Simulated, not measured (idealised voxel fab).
A process module follows: voxel quadruple lines.
The figure presents cross-section cut, which has a width of 235 nm and is divided into square cells with an edge length of 5 nm.
A cross-section in this document is a grid of square cells, and it is written down as bands, the top band listed before the ones below it; a band is made up of one or more rows of cells.
The band entry comprises the height of the band's top followed by the height of its bottom, expressed in nm, and subsequently the band's materials from left to right, each stated together with its width in nm. Where a single material is marked with the word "throughout", that material fills the band from edge to edge. The word "empty" represents empty space.
The reference from which all heights are counted is 0, the level beneath which the as-received wafer is entirely one material; the lowest band, having no lower bound, proceeds downward and is written after the example "from 0 down".
Graded width ("30..40"): value in top row of band = first number; value in bottom row = second number; row-to-row change constant.
"left unchanged" (step): cross-section cells unchanged, all of them.
Each empty space that has no open way to the top and spans at least 8 cells appears under "Fully sealed voids" as width x height at distance, the distance counted from the left edge, all in nm.
On a step's line, text after the settings is the simulator commenting on that step.
The optional step-line setting "overlay nm" applies to steps with a mask and quantifies how far to the right of its planned location the mask lay, a negative value indicating leftward placement.

[Steps planned for the process]
1. RECEIVE,material Si
2. CONFORMAL_DEP,material SiO2,thk nm 5
3. DIRECTIONAL_DEP,material Ru,thk nm 15
4. DIRECTIONAL_DEP,material polySi,thk nm 15
5. DIRECTIONAL_DEP,material aC,thk nm 25
6. PATTERN,tone cover,mask id MANDREL,material resist,width nm 25,pitch nm 80,thk nm 35,overlay nm 0
7. DIRECTIONAL_ETCH,etch materials aC,depth nm 25
8. STRIP,etch materials resist
9. CONFORMAL_DEP,material SiO2,thk nm 15
10. DIRECTIONAL_ETCH,etch materials SiO2,depth nm 15
11. STRIP,etch materials aC
12. DIRECTIONAL_ETCH,etch materials polySi,depth nm 15
13. STRIP,etch materials SiO2
14. CONFORMAL_DEP,material SiCN,thk nm 5
15. DIRECTIONAL_ETCH,etch materials SiCN,depth nm 5
16. STRIP,etch materials polySi
17. DIRECTIONAL_ETCH,etch materials Ru,depth nm 15
18. STRIP,etch materials SiCN

[The cross-section here shows the wafer as received, i.e. in its state after step 1]
> from 0 down | Si throughout
> Fully sealed voids: none

[End state of the module in cross-section, given the above starting point and plan and one mistake in execution]
> from 20 to 5 | 60 empty, then 5 Ru, then 25 empty, then 5 Ru, then 45 empty, then 5 Ru, then 25 empty, then 5 Ru, then 60 empty
> from 5 to 0 | SiO2 throughout
> from 0 down | Si throughout
> Fully sealed voids: none
Short version of what went wrong: step 6 was processed under conditions differing from the plan, specifically as PATTERN,tone open,mask id MANDREL,material resist,width nm 25,pitch nm 80,thk nm 35,overlay nm 0
